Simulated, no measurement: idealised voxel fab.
Name of the process module below: voxel self aligned vias
Cross-section cut: width 285 nm, square cells of 5 nm.
Bands, listed from the top down, are how a cross-section gets written in this document; the cross-section itself is a grid of square cells, and a band is one or more rows of them. Heights first: top, then bottom, in nm. Then materials, left to right, each with a width in nm. "everywhere" on a single material: fills the band edge to edge. "blank": empty space. Heights are reckoned from 0. Under this level, the received wafer is all of one material. The bottommost band is open-ended downward, for example "from 0 down". Quick explanation for "30..40": the width changes in equal steps down the rows of cells, from the first number in the band's top row to the second number in its bottom row. Take "remained unchanged" at face value: in the step it is given for, the cross-section changed in none of its cells. Sealed void listing: empty space of 8 cells or more with no open way to the top, each as width x height at its distance from the left edge, in nm. Heads up: the bit after the settings on a step's line is the simulator's remark on that step. overlay nm: right-of-plan distance of the mask on a masked step; negative values mean left-of-plan.
THE FOLLOWING LIST GIVES THE PLANNED PROCESS STEPS
- 1: RECEIVE, material Si
- 2: CONFORMAL_DEP, material SiO2, thk nm 15
- 3: CONFORMAL_DEP, material SiCN, thk nm 5
- 4: DIRECTIONAL_DEP, material SiO2, thk nm 25
- 5: DIRECTIONAL_DEP, material aC, thk nm 15
- 6: PATTERN, tone open, mask id LINES, material resist, width nm 25, pitch nm 60, thk nm 35, overlay nm 0
- 7: DIRECTIONAL_ETCH, etch materials aC, depth nm 15
- 8: STRIP, etch materials resist
- 9: DIRECTIONAL_ETCH, etch materials SiO2, depth nm 25
- 10: STRIP, etch materials aC
- 11: CONFORMAL_DEP, material TiN, thk nm 5
- 12: FILL_DEP, material W, thk nm 5
- 13: CMP, height nm 45
- 14: SELECTIVE_ETCH, etch materials W Ru TiN, depth nm 10
- 15: FILL_DEP, material SiN, thk nm 5
- 16: CMP, height nm 45
- 17: DIRECTIONAL_DEP, material SiO2, thk nm 15
- 18: MASKED_ETCH, tone open, mask id VIAS, width nm 35, etch materials SiO2, depth nm 15, overlay nm 0
- 19: MASKED_ETCH, tone open, mask id VIAS, width nm 35, etch materials SiN, depth nm 10, overlay nm 0
- 20: CONFORMAL_DEP, material TiN, thk nm 5
- 21: FILL_DEP, material Ru, thk nm 5
- 22: CMP, height nm 60
- 23: CONFORMAL_DEP, material SiN, thk nm 5
DELIVERED WAFER IN CROSS-SECTION: STATE AFTER STEP 1
from 0 down: Si everywhere
Sealed void listing: none
STARTING STRUCTURE AND PROCESS PLAN ARE AS SHOWN ABOVE, BUT ONE MISTAKE WAS MADE IN RUNNING THE MODULE; THE WAFER CROSS-SECTION AT THE END OF THE MODULE FOLLOWS
from 65 to 60: SiN everywhere
from 60 to 45: Ru everywhere
from 45 to 35: SiO2 100 nm, SiN 25 nm, SiO2 35 nm, SiN 25 nm, SiO2 100 nm
from 35 to 25: SiO2 100 nm, TiN 5 nm, W 15 nm, TiN 5 nm, SiO2 35 nm, TiN 5 nm, W 15 nm, TiN 5 nm, SiO2 100 nm
from 25 to 20: SiO2 100 nm, TiN 25 nm, SiO2 35 nm, TiN 25 nm, SiO2 100 nm
from 20 to 15: SiCN everywhere
from 15 to 0: SiO2 everywhere
from 0 down: Si everywhere
Sealed void listing: none
Deviation from plan: not per plan at step 17, really ran DIRECTIONAL_DEP, material Ru, thk nm 15
